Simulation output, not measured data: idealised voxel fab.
process module | voxel trench capacitor
cross-section cut | 225 nm wide | cells 5 nm
A cross-section is a grid of square cells, given in bands from the top down. A band is one or more rows of cells.
Each band's line starts with the height of the band's top and of its bottom, in nm. Then come its materials from left to right, each with its width in nm. One material with "throughout" fills the band from edge to edge. "air" is empty space.
Height 0 is the level under which the wafer as received is all one material. The lowest band goes on downwards, as in "0 down".
A width such as "30 to 40" changes by the same amount from each row of cells to the next, from the band's top row to its bottom row.
"no change" after a step means that no cell of the cross-section changed.
closed voids: empty space of 8 cells or more with no open way to the top, each as width x height at its distance from the left edge, in nm
after a step's settings: what the simulator itself notes on the step
overlay nm, on a step with a mask: how far to the right of its planned place the mask lay; to the left if negative
plan
1 op RECEIVE | material Si
2 op CONFORMAL_DEP | material SiN | thk nm 10
3 op MASKED_ETCH | tone open | mask id TRENCH | width nm 15 | pitch nm 45 | etch materials SiN | depth nm 10 | overlay nm 0
4 op MASKED_ETCH | tone open | mask id TRENCH | width nm 15 | pitch nm 45 | etch materials Si | depth nm 40 | overlay nm 0
5 op CONFORMAL_DEP | material SiO2 | thk nm 5
6 op FILL_DEP | material polySi | thk nm 5
7 op CMP | height nm 10
as received, after step 1
  0 down: Si throughout
  closed voids: none
a wafer at the end: this start, this plan, one mistake
  10 to 0: SiN 80 | SiO2 5 | polySi 10 to 5 | SiO2 5 to 10 | SiN 25 | SiO2 5 | polySi 10 to 5 | SiO2 5 to 10 | SiN 80
  0 to -35: Si 80 | SiO2 5 | polySi 5 | SiO2 5 | Si 30 | SiO2 5 | polySi 5 | SiO2 5 | Si 85
  -35 to -40: Si 80 | SiO2 15 | Si 30 | SiO2 15 | Si 85
  -40 down: Si throughout
  closed voids: none
what went wrong: step 3 ran as: op MASKED_ETCH | tone open | mask id TRENCH | width nm 20 | pitch nm 45 | etch materials SiN | depth nm 10 | overlay nm 0
